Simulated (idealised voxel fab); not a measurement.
A process module follows: voxel self aligned contacts.
Shown is cross-section cut, with a width of 200 nm and square cells of size 5 nm.
Format of a cross-section: grid, square cells. Given as bands. Order: top down. Band: one or more rows of cells.
Each band's line starts with the height of the band's top and of its bottom, in nm. Then come its materials from left to right, each with its width in nm. One material with "all across" fills the band from edge to edge. "blank" is empty space.
A quick word on heights: they are counted from 0, and under that level the wafer as it came to us is one material throughout. The lowest band is different from the rest in having no bottom; it simply continues downward, written as in "0..down".
A two-number width, for instance "30->40", indicates that the width is equal to the first number in the top row of the band and to the second number in the bottom row, and that it changes by a constant amount per row of cells.
Key: "no modifications" - step with no changed cell in the cross-section.
Enclosed voids (no open way to top), threshold 8 cells or more, entry "Completely enclosed voids", notation width x height at distance, distance from left edge, nm.
Where a step's line continues beyond its settings, the continuation is a remark by the simulator itself on that step.
Steps that use a mask can have "overlay nm" on their line. It says how far the mask sat to the right of where it was meant to be. Negative means to the left.

PLANNED PROCESS STEPS
1: RECEIVE (material Si)
2: OXIDIZE (depth nm 5)
3: DIRECTIONAL_DEP (material polySi; thk nm 20)
4: DIRECTIONAL_DEP (material SiN; thk nm 25)
5: DIRECTIONAL_DEP (material aC; thk nm 10)
6: PATTERN (tone cover; mask id GATE; material resist; width nm 30; pitch nm 65; thk nm 30; overlay nm 0)
7: DIRECTIONAL_ETCH (etch materials aC; depth nm 10)
8: STRIP (etch materials resist)
9: DIRECTIONAL_ETCH (etch materials SiN; depth nm 25)
10: DIRECTIONAL_ETCH (etch materials polySi; depth nm 20)
11: STRIP (etch materials aC)
12: CONFORMAL_DEP (material SiN; thk nm 10)
13: DIRECTIONAL_ETCH (etch materials SiN; depth nm 10)
14: FILL_DEP (material SiO2; thk nm 20)
15: CMP (height nm 55)
16: MASKED_ETCH (tone open; mask id CONTACT; width nm 45; pitch nm 65; etch materials SiO2; depth nm 60; overlay nm 0)
17: CONFORMAL_DEP (material TiN; thk nm 5)
18: FILL_DEP (material Ru; thk nm 10)
19: CMP (height nm 55)
20: CONFORMAL_DEP (material SiN; thk nm 5)

CROSS-SECTION, INCOMING MATERIAL, AFTER STEP 1
  0..down = Si all across
  Completely enclosed voids: none

LOOK AT THE CROSS-SECTION AFTER THE MODULE: THE WAFER STARTED OUT THE WAY SHOWN ABOVE AND THE PLAN WAS THE ONE SHOWN ABOVE, YET ONE MISTAKE WAS MADE ALONG THE WAY
  60..55 = SiN all across
  55..50 = 45 nm SiO2 | 5 nm TiN | 35 nm Ru | 5 nm TiN | 20 nm SiO2 | 5 nm TiN | 35 nm Ru | 5 nm TiN | 45 nm SiO2
  50..45 = 45 nm SiO2 | 45 nm TiN | 20 nm SiO2 | 45 nm TiN | 45 nm SiO2
  45..20 = 10 nm SiO2 | 55 nm SiN | 10 nm TiN | 55 nm SiN | 10 nm TiN | 55 nm SiN | 5 nm SiO2
  20..0 = 10 nm SiO2 | 10 nm SiN | 35 nm polySi | 10 nm SiN | 10 nm TiN | 10 nm SiN | 35 nm polySi | 10 nm SiN | 10 nm TiN | 10 nm SiN | 35 nm polySi | 10 nm SiN | 5 nm SiO2
  0..-5 = 65 nm SiO2 | 10 nm TiN | 55 nm SiO2 | 10 nm TiN | 60 nm SiO2
  -5..down = Si all across
  Completely enclosed voids: none
In executing the process, a mistake was made relative to the plan: contrary to plan, step 6 was performed as PATTERN (tone cover; mask id GATE; material resist; width nm 35; pitch nm 65; thk nm 30; overlay nm 0)
